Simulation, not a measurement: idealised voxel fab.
process module | voxel released beams
cross-section cut | 200 nm wide | cells 5 nm
A cross-section is a grid of square cells, given in bands from the top down. A band is one or more rows of cells.
Each band's line starts with the height of the band's top and of its bottom, in nm. Then come its materials from left to right, each with its width in nm. One material with "throughout" fills the band from edge to edge. "air" is empty space.
Height 0 is the level under which the wafer as received is all one material. The lowest band goes on downwards, as in "0 down".
A width such as "30 to 40" changes by the same amount from each row of cells to the next, from the band's top row to its bottom row.
"no change" after a step means that no cell of the cross-section changed.
closed voids: empty space of 8 cells or more with no open way to the top, each as width x height at its distance from the left edge, in nm
after a step's settings: what the simulator itself notes on the step
overlay nm, on a step with a mask: how far to the right of its planned place the mask lay; to the left if negative
plan
1 op RECEIVE | material Si
2 op CONFORMAL_DEP | material Al2O3 | thk nm 5
3 op DIRECTIONAL_DEP | material SiO2 | thk nm 15
4 op DIRECTIONAL_DEP | material aC | thk nm 10
5 op PATTERN | tone open | mask id ANCHOR | material resist | width nm 25 | thk nm 30 | overlay nm 0
6 op DIRECTIONAL_ETCH | etch materials aC | depth nm 10
7 op STRIP | etch materials resist
8 op DIRECTIONAL_ETCH | etch materials SiO2 | depth nm 15
9 op STRIP | etch materials aC
10 op CONFORMAL_DEP | material W | thk nm 10
11 op PATTERN | tone cover | mask id BEAM | material resist | width nm 70 | thk nm 15 | overlay nm 0
12 op DIRECTIONAL_ETCH | etch materials W | depth nm 10
13 op STRIP | etch materials resist
14 op STRIP | etch materials SiO2
as received, after step 1
  0 down: Si throughout
  closed voids: none
first wafer at the end, as planned
  30 to 20: air 60 | W 15 | air 5 | W 50 | air 70
  20 to 15: air 65 | W 10 | air 5 | W 10 | air 110
  15 to 5: air 65 | W 25 | air 110
  5 to 0: Al2O3 throughout
  0 down: Si throughout
  closed voids: none
second wafer at the end: like start, like plan, one mistake
  25 to 20: air 60 | W 10 | air 15 | W 45 | air 70
  20 to 10: air 65 | W 5 | air 15 | W 5 | air 110
  10 to 5: air 65 | W 25 | air 110
  5 to 0: Al2O3 throughout
  0 down: Si throughout
  closed voids: none
what went wrong: step 10 ran as: op CONFORMAL_DEP | material W | thk nm 5
at the end the second wafer has, in cells: 20 fewer of W
